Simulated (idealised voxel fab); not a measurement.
Process module name: voxel gate over fins
For reference, the cross-section in this document is cut, with width 235 nm and square cells of 5 nm.
In what follows, cross-sections appear as grids of square cells, described through bands that run from the top down, where every band is one or more rows of cells.
Basically the band line says how high the top is and how high the bottom is, in nm, and then what's in it from left to right, every material with its width in nm. Empty space shows up as "air", and if a single material carries "full width" it runs the full band edge to edge.
Where do heights start? At 0: under that level the wafer as delivered is made of one material only. And the lowest band has no floor; it just carries on downward, as in "0 -> down".
A width such as "30->40" changes by the same amount from each row of cells to the next, from the band's top row to its bottom row.
Any step labelled "same as before" changed none of the cells in the cross-section.
So "Catalogued sealed voids" is basically the list of trapped voids: any empty space of 8 cells or more that can't reach the top through an opening. They're written width x height at distance, the distance being from the left edge, and it's all nm.
Text after the settings on a step's line: the simulator's own remark on that step.
When a step includes a mask, the "overlay nm" setting on its line states how far to the right of its planned place that mask lay, and negative values state how far to the left.

# The steps planned for the process are as follows
| 1 | op RECEIVE | material Si |
| 2 | op CONFORMAL_DEP | material SiN | thk nm 5 |
| 3 | op MASKED_ETCH | tone cover | mask id FINS | width nm 15 | pitch nm 55 | etch materials SiN | depth nm 5 | overlay nm 0 |
| 4 | op MASKED_ETCH | tone cover | mask id FINS | width nm 15 | pitch nm 55 | etch materials Si | depth nm 40 | overlay nm 0 |
| 5 | op OXIDIZE | depth nm 5 |
| 6 | op FILL_DEP | material SiO2 | thk nm 5 |
| 7 | op CMP | height nm 5 |
| 8 | op MASKED_ETCH | tone open | mask id RAIL | width nm 15 | etch materials SiO2 | depth nm 40 | overlay nm 0 |
| 9 | op CONFORMAL_DEP | material TiN | thk nm 5 |
| 10 | op FILL_DEP | material W | thk nm 5 |
| 11 | op CMP | height nm 5 |
| 12 | op SELECTIVE_ETCH | etch materials W Ru TiN | depth nm 25 |
| 13 | op FILL_DEP | material SiO2 | thk nm 5 |
| 14 | op CMP | height nm 5 |
| 15 | op SELECTIVE_ETCH | etch materials SiO2 | depth nm 15 |
| 16 | op STRIP | etch materials SiN |
| 17 | op CONFORMAL_DEP | material HfO2 | thk nm 5 |
| 18 | op CONFORMAL_DEP | material TiN | thk nm 5 |
| 19 | op CONFORMAL_DEP | material TiAl | thk nm 5 |
| 20 | op CONFORMAL_DEP | material TiN | thk nm 5 |
| 21 | op FILL_DEP | material W | thk nm 10 |
| 22 | op CMP | height nm 25 |
| 23 | op CONFORMAL_DEP | material SiN | thk nm 10 |

# Incoming wafer in cross-section (state: after step 1)
    0 -> down  Si full width
    Catalogued sealed voids: none

# Cross-section, end of module. Start: as above. Plan: as above. Execution: one mistake
    35 -> 25  SiN full width
    25 -> 20  W full width
    20 -> 15  50 nm W / 45 nm TiN / 10 nm W / 45 nm TiN / 10 nm W / 45 nm TiN / 30 nm W
    15 -> 10  40 nm W / 15 nm TiN / 35 nm TiAl / 20 nm TiN / 35 nm TiAl / 20 nm TiN / 35 nm TiAl / 5 nm TiN / 30 nm W
    10 -> 5  45 nm TiN / 15 nm TiAl / 25 nm TiN / 5 nm TiAl / 10 nm TiN / 15 nm TiAl / 25 nm TiN / 5 nm TiAl / 10 nm TiN / 15 nm TiAl / 25 nm TiN / 5 nm TiAl / 35 nm TiN
    5 -> 0  50 nm TiAl / 15 nm TiN / 15 nm HfO2 / 5 nm TiN / 20 nm TiAl / 15 nm TiN / 15 nm HfO2 / 5 nm TiN / 20 nm TiAl / 15 nm TiN / 15 nm HfO2 / 5 nm TiN / 40 nm TiAl
    0 -> -5  55 nm TiN / 15 nm HfO2 / 5 nm Si / 5 nm HfO2 / 30 nm TiN / 15 nm HfO2 / 5 nm Si / 5 nm HfO2 / 30 nm TiN / 15 nm HfO2 / 5 nm Si / 5 nm HfO2 / 45 nm TiN
    -5 -> -10  60 nm HfO2 / 15 nm Si / 40 nm HfO2 / 15 nm Si / 40 nm HfO2 / 15 nm Si / 50 nm HfO2
    -10 -> -20  60 nm SiO2 / 15 nm Si / 40 nm SiO2 / 15 nm Si / 40 nm SiO2 / 15 nm Si / 50 nm SiO2
    -20 -> -30  60 nm SiO2 / 15 nm Si / 5 nm SiO2 / 5 nm TiN / 5 nm W / 5 nm TiN / 20 nm SiO2 / 15 nm Si / 40 nm SiO2 / 15 nm Si / 50 nm SiO2
    -30 -> -35  60 nm SiO2 / 15 nm Si / 5 nm SiO2 / 15 nm TiN / 20 nm SiO2 / 15 nm Si / 40 nm SiO2 / 15 nm Si / 50 nm SiO2
    -35 -> -45  60 nm SiO2 / 15 nm Si / 40 nm SiO2 / 15 nm Si / 40 nm SiO2 / 15 nm Si / 50 nm SiO2
    -45 -> down  Si full width
    Catalogued sealed voids: none
Processing error: planned and actual differ for step 3; actual: op MASKED_ETCH | tone cover | mask id FINS | width nm 15 | pitch nm 55 | etch materials SiN | depth nm 5 | overlay nm 10
